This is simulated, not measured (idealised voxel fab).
Process module, titled voxel air gaps
The cross-section shown here is cut; it is 205 nm wide and divided into square cells measuring 5 nm on a side.
A cross-section is a grid of square cells, given in bands from the top down. A band is one or more rows of cells.
It is stipulated that each band's entry specify, in nanometres, the height of the top of the band and then that of its bottom, followed by the materials of the band in left-to-right sequence, each together with its width in nanometres. A single material marked by the word "everywhere" is understood to fill the band from edge to edge; the word "empty" is understood to denote empty space.
Ref level 0: as-received wafer is one material below here. Bottom band extends down with no lower bound ("0 -> down").
When a width is written as two numbers, as in "30..40", the first number is the width in the top row of cells of the band and the second is the width in its bottom row, and the width changes by the same amount from each row to the next.
"same as before" means the step left every cell of the cross-section as it was.
Closed-off voids of 8+ cells (no open route to the top) go in "Voids, sealed", written width x height at distance from the left edge, in nm.
Read whatever lies past the settings on a step's line as the simulator's own remark about the step.
"overlay nm" answers the question of how far to the right of plan the mask lay on a step that has a mask, and when it is negative the answer is to the left.

The process steps that were planned are listed below:
step 1: op RECEIVE | material Si
step 2: op CONFORMAL_DEP | material SiO2 | thk nm 10
step 3: op CONFORMAL_DEP | material SiN | thk nm 5
step 4: op DIRECTIONAL_DEP | material SiO2 | thk nm 40
step 5: op PATTERN | tone open | mask id LINES | material resist | width nm 15 | pitch nm 40 | thk nm 20 | overlay nm 0
step 6: op DIRECTIONAL_ETCH | etch materials SiO2 | depth nm 40
step 7: op STRIP | etch materials resist
step 8: op CONFORMAL_DEP | material TiN | thk nm 5
step 9: op FILL_DEP | material Cu | thk nm 5
step 10: op CMP | height nm 55
step 11: op EPI | material Ru | thk nm 10
step 12: op SELECTIVE_ETCH | etch materials SiO2 | depth nm 50
step 13: op CONFORMAL_DEP | material SiN | thk nm 5

Cross-section of the wafer as it came to us, i.e., already through step 1:
  0 -> down = Si everywhere
  Voids, sealed: none

End state of the module in cross-section, given the above starting point and plan and one mistake in execution:
  70 -> 65 = empty 40 nm | SiN 130 nm | empty 35 nm
  65 -> 55 = empty 40 nm | SiN 5 nm | Ru 120 nm | SiN 5 nm | empty 35 nm
  55 -> 50 = empty 40 nm | SiN 15 nm | TiN 5 nm | Cu 10 nm | TiN 5 nm | SiO2 20 nm | TiN 5 nm | Cu 10 nm | TiN 5 nm | SiO2 20 nm | TiN 5 nm | Cu 10 nm | TiN 5 nm | SiN 15 nm | empty 35 nm
  50 -> 20 = empty 50 nm | SiN 5 nm | TiN 5 nm | Cu 10 nm | TiN 5 nm | SiO2 20 nm | TiN 5 nm | Cu 10 nm | TiN 5 nm | SiO2 20 nm | TiN 5 nm | Cu 10 nm | TiN 5 nm | SiN 5 nm | empty 45 nm
  20 -> 15 = SiN 55 nm | TiN 20 nm | SiO2 20 nm | TiN 20 nm | SiO2 20 nm | TiN 20 nm | SiN 50 nm
  15 -> 10 = SiN everywhere
  10 -> 0 = SiO2 everywhere
  0 -> down = Si everywhere
  Voids, sealed: none
Which mistake was made when the wafer was run? so step 5 ended up running with a different setting than we planned, it ran as op PATTERN | tone open | mask id LINES | material resist | width nm 20 | pitch nm 40 | thk nm 20 | overlay nm 0
